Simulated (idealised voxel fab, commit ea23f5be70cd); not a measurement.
Documented hereafter: the process module known as voxel self aligned vias.
Xsec cut, 300 nm wide, square cell size 5 nm.
Square cells in a grid make up a cross-section in this document, and the grid is given as bands, listed from the top down, each one or more rows of cells. For a band, the entry starts with two heights in nm, that of the top and then that of the bottom, and carries on with the band's materials in order from left to right, each alongside its width in nm; the word "full width" beside a single material means it fills the band edge to edge, and "blank" means empty space. We count height from 0. Below that, the starting wafer is all one material. The lowest band never ends at the bottom but goes on down; see "from 0 down" for how that is written. So if you see something like "30 to 40" for the width, read it as the top row of the band sitting at the first number and the bottom row at the second, with every row in between moving by the same amount as the last. The designation "remained unchanged", where it is given for a processing step, indicates that no cell of the cross-section was altered in the course of that step. Enclosed voids (no open way to top), threshold 8 cells or more, entry "Entrapped voids", notation width x height at distance, distance from left edge, nm. Formally, on a step line, whatever follows the settings is a remark that the simulator itself makes on the step. The line of a step may include "overlay nm". On a step with a mask, this value is how far to the right of its planned place the mask lay. A negative value means the mask lay to the left.
List of planned process steps
1,RECEIVE | material Si
2,CONFORMAL_DEP | material SiO2 | thk nm 10
3,CONFORMAL_DEP | material SiCN | thk nm 5
4,DIRECTIONAL_DEP | material SiO2 | thk nm 30
5,DIRECTIONAL_DEP | material aC | thk nm 15
6,PATTERN | tone open | mask id LINES | material resist | width nm 20 | pitch nm 55 | thk nm 30 | overlay nm 0
7,DIRECTIONAL_ETCH | etch materials aC | depth nm 15
8,STRIP | etch materials resist
9,DIRECTIONAL_ETCH | etch materials SiO2 | depth nm 30
10,STRIP | etch materials aC
11,CONFORMAL_DEP | material TiN | thk nm 5
12,FILL_DEP | material Ru | thk nm 10
13,CMP | height nm 45
14,SELECTIVE_ETCH | etch materials W Ru TiN | depth nm 5
15,FILL_DEP | material SiN | thk nm 5
16,CMP | height nm 45
17,DIRECTIONAL_DEP | material SiO2 | thk nm 15
18,MASKED_ETCH | tone open | mask id VIAS | width nm 30 | pitch nm 55 | etch materials SiO2 | depth nm 15 | overlay nm 0
19,MASKED_ETCH | tone open | mask id VIAS | width nm 30 | pitch nm 55 | etch materials SiN | depth nm 5 | overlay nm 0
20,CONFORMAL_DEP | material TiN | thk nm 5
21,FILL_DEP | material Cu | thk nm 5
22,CMP | height nm 60
23,CONFORMAL_DEP | material SiCN | thk nm 5
Received-state cross-section, reflecting completion of step 1
> from 0 down = Si full width
> Entrapped voids: none
Run as planned - first of the two wafers cross-sectioned at the end of the module
> from 65 to 60 = SiCN full width
> from 60 to 50 = 80 nm SiO2 / 5 nm TiN / 20 nm Cu / 5 nm TiN / 25 nm SiO2 / 5 nm TiN / 20 nm Cu / 5 nm TiN / 25 nm SiO2 / 5 nm TiN / 20 nm Cu / 5 nm TiN / 80 nm SiO2
> from 50 to 45 = 80 nm SiO2 / 10 nm TiN / 10 nm Cu / 10 nm TiN / 25 nm SiO2 / 10 nm TiN / 10 nm Cu / 10 nm TiN / 25 nm SiO2 / 10 nm TiN / 10 nm Cu / 10 nm TiN / 80 nm SiO2
> from 45 to 40 = 85 nm SiO2 / 20 nm TiN / 35 nm SiO2 / 20 nm TiN / 35 nm SiO2 / 20 nm TiN / 85 nm SiO2
> from 40 to 20 = 85 nm SiO2 / 5 nm TiN / 10 nm Ru / 5 nm TiN / 35 nm SiO2 / 5 nm TiN / 10 nm Ru / 5 nm TiN / 35 nm SiO2 / 5 nm TiN / 10 nm Ru / 5 nm TiN / 85 nm SiO2
> from 20 to 15 = 85 nm SiO2 / 20 nm TiN / 35 nm SiO2 / 20 nm TiN / 35 nm SiO2 / 20 nm TiN / 85 nm SiO2
> from 15 to 10 = SiCN full width
> from 10 to 0 = SiO2 full width
> from 0 down = Si full width
> Entrapped voids: none
The second wafer, shown in cross-section after the module: started the same way as the first and given the same plan, yet one mistake crept into how it was run
> from 65 to 60 = TiN full width
> from 60 to 50 = 80 nm SiO2 / 5 nm TiN / 20 nm Cu / 5 nm TiN / 25 nm SiO2 / 5 nm TiN / 20 nm Cu / 5 nm TiN / 25 nm SiO2 / 5 nm TiN / 20 nm Cu / 5 nm TiN / 80 nm SiO2
> from 50 to 45 = 80 nm SiO2 / 10 nm TiN / 10 nm Cu / 10 nm TiN / 25 nm SiO2 / 10 nm TiN / 10 nm Cu / 10 nm TiN / 25 nm SiO2 / 10 nm TiN / 10 nm Cu / 10 nm TiN / 80 nm SiO2
> from 45 to 40 = 85 nm SiO2 / 20 nm TiN / 35 nm SiO2 / 20 nm TiN / 35 nm SiO2 / 20 nm TiN / 85 nm SiO2
> from 40 to 20 = 85 nm SiO2 / 5 nm TiN / 10 nm Ru / 5 nm TiN / 35 nm SiO2 / 5 nm TiN / 10 nm Ru / 5 nm TiN / 35 nm SiO2 / 5 nm TiN / 10 nm Ru / 5 nm TiN / 85 nm SiO2
> from 20 to 15 = 85 nm SiO2 / 20 nm TiN / 35 nm SiO2 / 20 nm TiN / 35 nm SiO2 / 20 nm TiN / 85 nm SiO2
> from 15 to 10 = SiCN full width
> from 10 to 0 = SiO2 full width
> from 0 down = Si full width
> Entrapped voids: none
Error vs. plan: in deviation from the planned setting, step 23 was conducted as CONFORMAL_DEP | material TiN | thk nm 5
Cell-count delta at end, second wafer over first, by material: 60 fewer of SiCN | 60 more of TiN
